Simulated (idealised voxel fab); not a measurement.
process module | voxel self aligned contacts
cross-section cut | 225 nm wide | cells 5 nm
A cross-section is a grid of square cells, given in bands from the top down. A band is one or more rows of cells.
Each band's line starts with the height of the band's top and of its bottom, in nm. Then come its materials from left to right, each with its width in nm. One material with "throughout" fills the band from edge to edge. "air" is empty space.
Height 0 is the level under which the wafer as received is all one material. The lowest band goes on downwards, as in "0 down".
A width such as "30 to 40" changes by the same amount from each row of cells to the next, from the band's top row to its bottom row.
"no change" after a step means that no cell of the cross-section changed.
closed voids: empty space of 8 cells or more with no open way to the top, each as width x height at its distance from the left edge, in nm
after a step's settings: what the simulator itself notes on the step
overlay nm, on a step with a mask: how far to the right of its planned place the mask lay; to the left if negative
plan
1 op RECEIVE | material Si
2 op OXIDIZE | depth nm 5
3 op DIRECTIONAL_DEP | material polySi | thk nm 30
4 op DIRECTIONAL_DEP | material SiN | thk nm 20
5 op PATTERN | tone cover | mask id GATE | material resist | width nm 35 | pitch nm 70 | thk nm 20 | overlay nm 0
6 op DIRECTIONAL_ETCH | etch materials SiN | depth nm 20
7 op DIRECTIONAL_ETCH | etch materials polySi | depth nm 30
8 op STRIP | etch materials resist
9 op CONFORMAL_DEP | material SiN | thk nm 5
10 op DIRECTIONAL_ETCH | etch materials SiN | depth nm 5
11 op FILL_DEP | material SiO2 | thk nm 20
12 op CMP | height nm 60
13 op DIRECTIONAL_DEP | material aC | thk nm 10
14 op PATTERN | tone open | mask id CONTACT | material resist | width nm 55 | pitch nm 70 | thk nm 25 | overlay nm 0
15 op DIRECTIONAL_ETCH | etch materials aC | depth nm 10
16 op STRIP | etch materials resist
17 op DIRECTIONAL_ETCH | etch materials SiO2 | depth nm 65
18 op STRIP | etch materials aC
19 op CONFORMAL_DEP | material TiN | thk nm 5
20 op FILL_DEP | material W | thk nm 5
21 op CMP | height nm 60
22 op CONFORMAL_DEP | material SiN | thk nm 5
first wafer, as planned
as received, after step 1
  0 down: Si throughout
  closed voids: none
after step 2
  0 to -5: SiO2 throughout
  below -5: unchanged
after step 3
  30 to 0: polySi throughout
  below 0: unchanged
after step 4
  50 to 30: SiN throughout
  below 30: unchanged
after step 5
  70 to 50: air 25 | resist 35 | air 35 | resist 35 | air 35 | resist 35 | air 25
  below 50: unchanged
after step 6
  70 to 50: air 25 | resist 35 | air 35 | resist 35 | air 35 | resist 35 | air 25
  50 to 30: air 25 | SiN 35 | air 35 | SiN 35 | air 35 | SiN 35 | air 25
  below 30: unchanged
after step 7
  70 to 50: air 25 | resist 35 | air 35 | resist 35 | air 35 | resist 35 | air 25
  50 to 30: air 25 | SiN 35 | air 35 | SiN 35 | air 35 | SiN 35 | air 25
  30 to 0: air 25 | polySi 35 | air 35 | polySi 35 | air 35 | polySi 35 | air 25
  below 0: unchanged
after step 8
  50 to 30: air 25 | SiN 35 | air 35 | SiN 35 | air 35 | SiN 35 | air 25
  below 30: unchanged
after step 9
  55 to 30: air 20 | SiN 45 | air 25 | SiN 45 | air 25 | SiN 45 | air 20
  30 to 5: air 20 | SiN 5 | polySi 35 | SiN 5 | air 25 | SiN 5 | polySi 35 | SiN 5 | air 25 | SiN 5 | polySi 35 | SiN 5 | air 20
  5 to 0: SiN 25 | polySi 35 | SiN 35 | polySi 35 | SiN 35 | polySi 35 | SiN 25
  below 0: unchanged
after step 10
  50 to 30: air 20 | SiN 45 | air 25 | SiN 45 | air 25 | SiN 45 | air 20
  30 to 0: air 20 | SiN 5 | polySi 35 | SiN 5 | air 25 | SiN 5 | polySi 35 | SiN 5 | air 25 | SiN 5 | polySi 35 | SiN 5 | air 20
  below 0: unchanged
after step 11
  70 to 50: SiO2 throughout
  50 to 30: SiO2 20 | SiN 45 | SiO2 25 | SiN 45 | SiO2 25 | SiN 45 | SiO2 20
  30 to 0: SiO2 20 | SiN 5 | polySi 35 | SiN 5 | SiO2 25 | SiN 5 | polySi 35 | SiN 5 | SiO2 25 | SiN 5 | polySi 35 | SiN 5 | SiO2 20
  below 0: unchanged
after step 12
  60 to 50: SiO2 throughout
  below 50: unchanged
after step 13
  70 to 60: aC throughout
  below 60: unchanged
after step 14
  95 to 70: resist 50 | air 55 | resist 15 | air 55 | resist 50
  below 70: unchanged
after step 15
  85 to 70: resist 50 | air 55 | resist 15 | air 55 | resist 50
  70 to 60: aC 50 | air 55 | aC 15 | air 55 | aC 50
  below 60: unchanged
after step 16
  70 to 60: aC 50 | air 55 | aC 15 | air 55 | aC 50
  below 60: unchanged
after step 17
  70 to 60: aC 50 | air 55 | aC 15 | air 55 | aC 50
  60 to 50: SiO2 50 | air 55 | SiO2 15 | air 55 | SiO2 50
  50 to 30: SiO2 20 | SiN 45 | air 25 | SiN 45 | air 25 | SiN 45 | SiO2 20
  30 to 0: SiO2 20 | SiN 5 | polySi 35 | SiN 5 | air 25 | SiN 5 | polySi 35 | SiN 5 | air 25 | SiN 5 | polySi 35 | SiN 5 | SiO2 20
  0 to -5: SiO2 65 | air 25 | SiO2 45 | air 25 | SiO2 65
  below -5: unchanged
after step 18
  60 to 50: SiO2 50 | air 55 | SiO2 15 | air 55 | SiO2 50
  below 50: unchanged
after step 19
  65 to 60: TiN 55 | air 45 | TiN 25 | air 45 | TiN 55
  60 to 50: SiO2 50 | TiN 5 to 20 | air 45 to 15 | TiN 5 to 20 | SiO2 15 | TiN 5 to 20 | air 45 to 15 | TiN 5 to 20 | SiO2 50
  50 to 30: SiO2 20 | SiN 45 | TiN 5 | air 15 | TiN 5 | SiN 45 | TiN 5 | air 15 | TiN 5 | SiN 45 | SiO2 20
  30 to 0: SiO2 20 | SiN 5 | polySi 35 | SiN 5 | TiN 5 | air 15 | TiN 5 | SiN 5 | polySi 35 | SiN 5 | TiN 5 | air 15 | TiN 5 | SiN 5 | polySi 35 | SiN 5 | SiO2 20
  0 to -5: SiO2 65 | TiN 25 | SiO2 45 | TiN 25 | SiO2 65
  below -5: unchanged
after step 20
  70 to 65: W throughout
  65 to 60: TiN 55 | W 45 | TiN 25 | W 45 | TiN 55
  60 to 50: SiO2 50 | TiN 5 to 20 | W 45 to 15 | TiN 5 to 20 | SiO2 15 | TiN 5 to 20 | W 45 to 15 | TiN 5 to 20 | SiO2 50
  50 to 30: SiO2 20 | SiN 45 | TiN 5 | W 15 | TiN 5 | SiN 45 | TiN 5 | W 15 | TiN 5 | SiN 45 | SiO2 20
  30 to 0: SiO2 20 | SiN 5 | polySi 35 | SiN 5 | TiN 5 | W 15 | TiN 5 | SiN 5 | polySi 35 | SiN 5 | TiN 5 | W 15 | TiN 5 | SiN 5 | polySi 35 | SiN 5 | SiO2 20
  below 0: unchanged
after step 21
  60 to 50: SiO2 50 | TiN 5 to 20 | W 45 to 15 | TiN 5 to 20 | SiO2 15 | TiN 5 to 20 | W 45 to 15 | TiN 5 to 20 | SiO2 50
  below 50: unchanged
after step 22
  65 to 60: SiN throughout
  below 60: unchanged
second wafer: like start, like plan, one mistake. Through step 2 it matches the first wafer
when step 3 should have ended
  60 to 0: polySi throughout
  below 0: unchanged
when step 4 should have ended
  80 to 60: SiN throughout
  below 60: unchanged
when step 5 should have ended
  100 to 80: air 25 | resist 35 | air 35 | resist 35 | air 35 | resist 35 | air 25
  below 80: unchanged
when step 6 should have ended
  100 to 80: air 25 | resist 35 | air 35 | resist 35 | air 35 | resist 35 | air 25
  80 to 60: air 25 | SiN 35 | air 35 | SiN 35 | air 35 | SiN 35 | air 25
  below 60: unchanged
when step 7 should have ended
  100 to 80: air 25 | resist 35 | air 35 | resist 35 | air 35 | resist 35 | air 25
  80 to 60: air 25 | SiN 35 | air 35 | SiN 35 | air 35 | SiN 35 | air 25
  60 to 30: air 25 | polySi 35 | air 35 | polySi 35 | air 35 | polySi 35 | air 25
  below 30: unchanged
when step 8 should have ended
  80 to 60: air 25 | SiN 35 | air 35 | SiN 35 | air 35 | SiN 35 | air 25
  below 60: unchanged
when step 9 should have ended
  85 to 60: air 20 | SiN 45 | air 25 | SiN 45 | air 25 | SiN 45 | air 20
  60 to 35: air 20 | SiN 5 | polySi 35 | SiN 5 | air 25 | SiN 5 | polySi 35 | SiN 5 | air 25 | SiN 5 | polySi 35 | SiN 5 | air 20
  35 to 30: SiN 25 | polySi 35 | SiN 35 | polySi 35 | SiN 35 | polySi 35 | SiN 25
  below 30: unchanged
when step 10 should have ended
  80 to 60: air 20 | SiN 45 | air 25 | SiN 45 | air 25 | SiN 45 | air 20
  60 to 30: air 20 | SiN 5 | polySi 35 | SiN 5 | air 25 | SiN 5 | polySi 35 | SiN 5 | air 25 | SiN 5 | polySi 35 | SiN 5 | air 20
  below 30: unchanged
when step 11 should have ended
  100 to 80: SiO2 throughout
  80 to 60: SiO2 20 | SiN 45 | SiO2 25 | SiN 45 | SiO2 25 | SiN 45 | SiO2 20
  60 to 30: SiO2 20 | SiN 5 | polySi 35 | SiN 5 | SiO2 25 | SiN 5 | polySi 35 | SiN 5 | SiO2 25 | SiN 5 | polySi 35 | SiN 5 | SiO2 20
  below 30: unchanged
when step 12 should have ended
  60 to 30: SiO2 20 | SiN 5 | polySi 35 | SiN 5 | SiO2 25 | SiN 5 | polySi 35 | SiN 5 | SiO2 25 | SiN 5 | polySi 35 | SiN 5 | SiO2 20
  below 30: unchanged
when step 13 should have ended
  70 to 60: aC throughout
  below 60: unchanged
when step 14 should have ended
  95 to 70: resist 50 | air 55 | resist 15 | air 55 | resist 50
  below 70: unchanged
when step 15 should have ended
  85 to 70: resist 50 | air 55 | resist 15 | air 55 | resist 50
  70 to 60: aC 50 | air 55 | aC 15 | air 55 | aC 50
  below 60: unchanged
when step 16 should have ended
  70 to 60: aC 50 | air 55 | aC 15 | air 55 | aC 50
  below 60: unchanged
when step 17 should have ended
  70 to 60: aC 50 | air 55 | aC 15 | air 55 | aC 50
  60 to 30: SiO2 20 | SiN 5 | polySi 35 | SiN 5 | air 25 | SiN 5 | polySi 35 | SiN 5 | air 25 | SiN 5 | polySi 35 | SiN 5 | SiO2 20
  below 30: unchanged
when step 18 should have ended
  60 to 30: SiO2 20 | SiN 5 | polySi 35 | SiN 5 | air 25 | SiN 5 | polySi 35 | SiN 5 | air 25 | SiN 5 | polySi 35 | SiN 5 | SiO2 20
  below 30: unchanged
when step 19 should have ended
  65 to 60: TiN 70 | air 15 | TiN 55 | air 15 | TiN 70
  60 to 35: SiO2 20 | SiN 5 | polySi 35 | SiN 5 | TiN 5 | air 15 | TiN 5 | SiN 5 | polySi 35 | SiN 5 | TiN 5 | air 15 | TiN 5 | SiN 5 | polySi 35 | SiN 5 | SiO2 20
  35 to 30: SiO2 20 | SiN 5 | polySi 35 | SiN 5 | TiN 25 | SiN 5 | polySi 35 | SiN 5 | TiN 25 | SiN 5 | polySi 35 | SiN 5 | SiO2 20
  below 30: unchanged
when step 20 should have ended
  70 to 65: W throughout
  65 to 60: TiN 70 | W 15 | TiN 55 | W 15 | TiN 70
  60 to 35: SiO2 20 | SiN 5 | polySi 35 | SiN 5 | TiN 5 | W 15 | TiN 5 | SiN 5 | polySi 35 | SiN 5 | TiN 5 | W 15 | TiN 5 | SiN 5 | polySi 35 | SiN 5 | SiO2 20
  below 35: unchanged
when step 21 should have ended
  60 to 35: SiO2 20 | SiN 5 | polySi 35 | SiN 5 | TiN 5 | W 15 | TiN 5 | SiN 5 | polySi 35 | SiN 5 | TiN 5 | W 15 | TiN 5 | SiN 5 | polySi 35 | SiN 5 | SiO2 20
  below 35: unchanged
when step 22 should have ended
  65 to 60: SiN throughout
  below 60: unchanged
what went wrong: step 3 was run twice
at the end the second wafer has, in cells: 108 fewer of SiN | 68 fewer of SiO2 | 40 fewer of TiN | 54 fewer of W | 270 more of polySi
